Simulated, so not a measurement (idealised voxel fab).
Title: Process Module voxel lift off
Cross-section cut: width 215 nm, square cells of 5 nm.
The cross-sections in this document take the form of a grid made of square cells. They are written out as bands, in order from top to bottom. Each band consists of one or more rows of cells.
Look at the band entry: it leads with the top's height and the bottom's height in nm. Then it lists the materials left to right, with a width in nm for each. The word "all across" on a single material says that material fills the band edge to edge. The word "empty" is empty space.
Heights from 0 (as-received wafer is one material below). Bottom band endless downward, as "top 0, no bottom".
Quick explanation for "30..40": the width changes in equal steps down the rows of cells, from the first number in the band's top row to the second number in its bottom row.
"changes: none" means the step left every cell of the cross-section as it was.
"Voids, sealed": sealed empty spaces, 8 cells or more, no open way to top, listed width x height at distance, with distance from the left edge and width, height and distance in nm.
Read whatever lies past the settings on a step's line as the simulator's own remark about the step.
Each step line may optionally specify "overlay nm", which for a step with a mask gives the rightward distance between the mask's planned place and where it lay, a negative value indicating the leftward direction.

Intended process steps:
1: RECEIVE with material Si
2: CONFORMAL_DEP with material Al2O3, thk nm 5
3: PATTERN with tone open, mask id LINES, material resist, width nm 15, pitch nm 45, thk nm 20, overlay nm 0
4: DIRECTIONAL_DEP with material Ru, thk nm 10
5: STRIP with etch materials resist
6: CONFORMAL_DEP with material SiCN, thk nm 10
Across this set of wafers, the varied parameter is the width nm of step 3. Starting conditions are identical for every wafer, and the plan reports the value assigned to the first wafer.

Cross-section of the first of several wafers on receipt, reflecting completion of step 1:
* top 0, no bottom: Si all across
* Voids, sealed: none

After the module's final step, step 6: the first of several wafers in cross-section:
* top 25, bottom 15: empty=45  SiCN=35  empty=10  SiCN=35  empty=10  SiCN=35  empty=45
* top 15, bottom 5: SiCN=55  Ru=15  SiCN=30  Ru=15  SiCN=30  Ru=15  SiCN=55
* top 5, bottom 0: Al2O3 all across
* top 0, no bottom: Si all across
* Voids, sealed: none

Cross-section of the last wafer at end of module:
* top 25, bottom 15: empty=40  SiCN=140  empty=35
* top 15, bottom 5: SiCN=50  Ru=30  SiCN=15  Ru=30  SiCN=15  Ru=30  SiCN=45
* top 5, bottom 0: Al2O3 all across
* top 0, no bottom: Si all across
* Voids, sealed: none

The following table contains a row per wafer, in which are reported, at the conclusion of the module, the cells of each material gained (+) or lost (-) since the wafer's receipt, with its closed voids given thereafter:
width nm 15; +43 Al2O3; +18 Ru; +110 SiCN; Voids, sealed: none
width nm 20; +43 Al2O3; +24 Ru; +110 SiCN; Voids, sealed: none
width nm 25; +43 Al2O3; +30 Ru; +110 SiCN; Voids, sealed: none
width nm 30; +43 Al2O3; +36 Ru; +106 SiCN; Voids, sealed: none
